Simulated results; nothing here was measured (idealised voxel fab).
process module | voxel wiring stack
cross-section cut | 205 nm wide | cells 5 nm
A cross-section is a grid of square cells, given in bands from the top down. A band is one or more rows of cells.
Each band's line starts with the height of the band's top and of its bottom, in nm. Then come its materials from left to right, each with its width in nm. One material with "throughout" fills the band from edge to edge. "air" is empty space.
Height 0 is the level under which the wafer as received is all one material. The lowest band goes on downwards, as in "0 down".
A width such as "30 to 40" changes by the same amount from each row of cells to the next, from the band's top row to its bottom row.
"no change" after a step means that no cell of the cross-section changed.
closed voids: empty space of 8 cells or more with no open way to the top, each as width x height at its distance from the left edge, in nm
after a step's settings: what the simulator itself notes on the step
overlay nm, on a step with a mask: how far to the right of its planned place the mask lay; to the left if negative
plan
1 op RECEIVE | material Si
2 op CONFORMAL_DEP | material SiO2 | thk nm 15
3 op DIRECTIONAL_DEP | material TiN | thk nm 5
4 op DIRECTIONAL_DEP | material W | thk nm 20
5 op PATTERN | tone cover | mask id METAL_1 | material resist | width nm 30 | pitch nm 45 | thk nm 15 | overlay nm 0
6 op DIRECTIONAL_ETCH | etch materials W | depth nm 20
7 op DIRECTIONAL_ETCH | etch materials TiN | depth nm 5
8 op STRIP | etch materials resist
9 op FILL_DEP | material lowk | thk nm 10
10 op CMP | height nm 40
11 op CONFORMAL_DEP | material SiCN | thk nm 5
12 op DIRECTIONAL_DEP | material lowk | thk nm 15
13 op DIRECTIONAL_DEP | material aC | thk nm 15
14 op PATTERN | tone open | mask id PLUG_1 | material resist | width nm 15 | pitch nm 45 | thk nm 30 | overlay nm 0
15 op DIRECTIONAL_ETCH | etch materials aC | depth nm 15
16 op STRIP | etch materials resist
17 op DIRECTIONAL_ETCH | etch materials lowk | depth nm 15
18 op DIRECTIONAL_ETCH | etch materials SiCN | depth nm 5
19 op STRIP | etch materials aC
20 op EPI | material Ru | thk nm 10
21 op EPI | material Ru | thk nm 10
22 op DIRECTIONAL_DEP | material TiN | thk nm 5
23 op DIRECTIONAL_DEP | material Ru | thk nm 25
24 op PATTERN | tone cover | mask id METAL_2 | material resist | width nm 30 | pitch nm 45 | thk nm 15 | overlay nm 0
25 op DIRECTIONAL_ETCH | etch materials Ru | depth nm 25
26 op DIRECTIONAL_ETCH | etch materials TiN | depth nm 5
27 op STRIP | etch materials resist
28 op FILL_DEP | material SiO2 | thk nm 10
29 op CMP | height nm 90
30 op CONFORMAL_DEP | material SiCN | thk nm 5
31 op DIRECTIONAL_DEP | material SiO2 | thk nm 15
32 op DIRECTIONAL_DEP | material aC | thk nm 15
33 op PATTERN | tone open | mask id PLUG_2 | material resist | width nm 15 | pitch nm 90 | thk nm 35 | overlay nm 0
34 op DIRECTIONAL_ETCH | etch materials aC | depth nm 15
35 op STRIP | etch materials resist
36 op DIRECTIONAL_ETCH | etch materials SiO2 | depth nm 15
37 op DIRECTIONAL_ETCH | etch materials SiCN | depth nm 5
38 op STRIP | etch materials aC
39 op CONFORMAL_DEP | material TiN | thk nm 5
40 op FILL_DEP | material Ru | thk nm 5
41 op CMP | height nm 110
42 op DIRECTIONAL_DEP | material TiN | thk nm 5
43 op DIRECTIONAL_DEP | material Ru | thk nm 15
44 op MASKED_ETCH | tone cover | mask id METAL_3 | width nm 30 | pitch nm 45 | etch materials Ru | depth nm 15 | overlay nm 0
45 op MASKED_ETCH | tone cover | mask id METAL_3 | width nm 30 | pitch nm 45 | etch materials TiN | depth nm 5 | overlay nm 0
46 op CONFORMAL_DEP | material SiCN | thk nm 5
47 op FILL_DEP | material SiO2 | thk nm 5
48 op CMP | height nm 130
49 op CONFORMAL_DEP | material SiN | thk nm 5
as received, after step 1
  0 down: Si throughout
  closed voids: none
a wafer at the end: this start, this plan, one mistake
  135 to 130: SiN throughout
  130 to 115: SiO2 15 | SiCN 5 | Ru 30 | SiCN 5 | SiO2 5 | SiCN 5 | Ru 30 | SiCN 5 | SiO2 5 | SiCN 5 | Ru 30 | SiCN 5 | SiO2 5 | SiCN 5 | Ru 30 | SiCN 5 | SiO2 15
  115 to 110: SiCN 20 | TiN 30 | SiCN 15 | TiN 30 | SiCN 15 | TiN 30 | SiCN 15 | TiN 30 | SiCN 20
  110 to 95: SiO2 20 | TiN 5 | Ru 5 | TiN 5 | SiO2 75 | TiN 5 | Ru 5 | TiN 5 | SiO2 80
  95 to 90: SiCN 20 | TiN 15 | SiCN 75 | TiN 15 | SiCN 80
  90 to 80: SiO2 20 | Ru 30 | SiO2 15 | Ru 30 | SiO2 15 | Ru 30 | SiO2 15 | Ru 30 | SiO2 20
  80 to 75: SiO2 20 | TiN 30 | SiO2 15 | TiN 30 | SiO2 15 | TiN 30 | SiO2 15 | TiN 30 | SiO2 20
  75 to 60: SiO2 throughout
  60 to 45: lowk throughout
  45 to 40: SiCN throughout
  40 to 20: lowk 20 | W 30 | lowk 15 | W 30 | lowk 15 | W 30 | lowk 15 | W 30 | lowk 20
  20 to 15: lowk 20 | TiN 30 | lowk 15 | TiN 30 | lowk 15 | TiN 30 | lowk 15 | TiN 30 | lowk 20
  15 to 0: SiO2 throughout
  0 down: Si throughout
  closed voids: none
what went wrong: step 13 ran as: op DIRECTIONAL_DEP | material SiO2 | thk nm 15
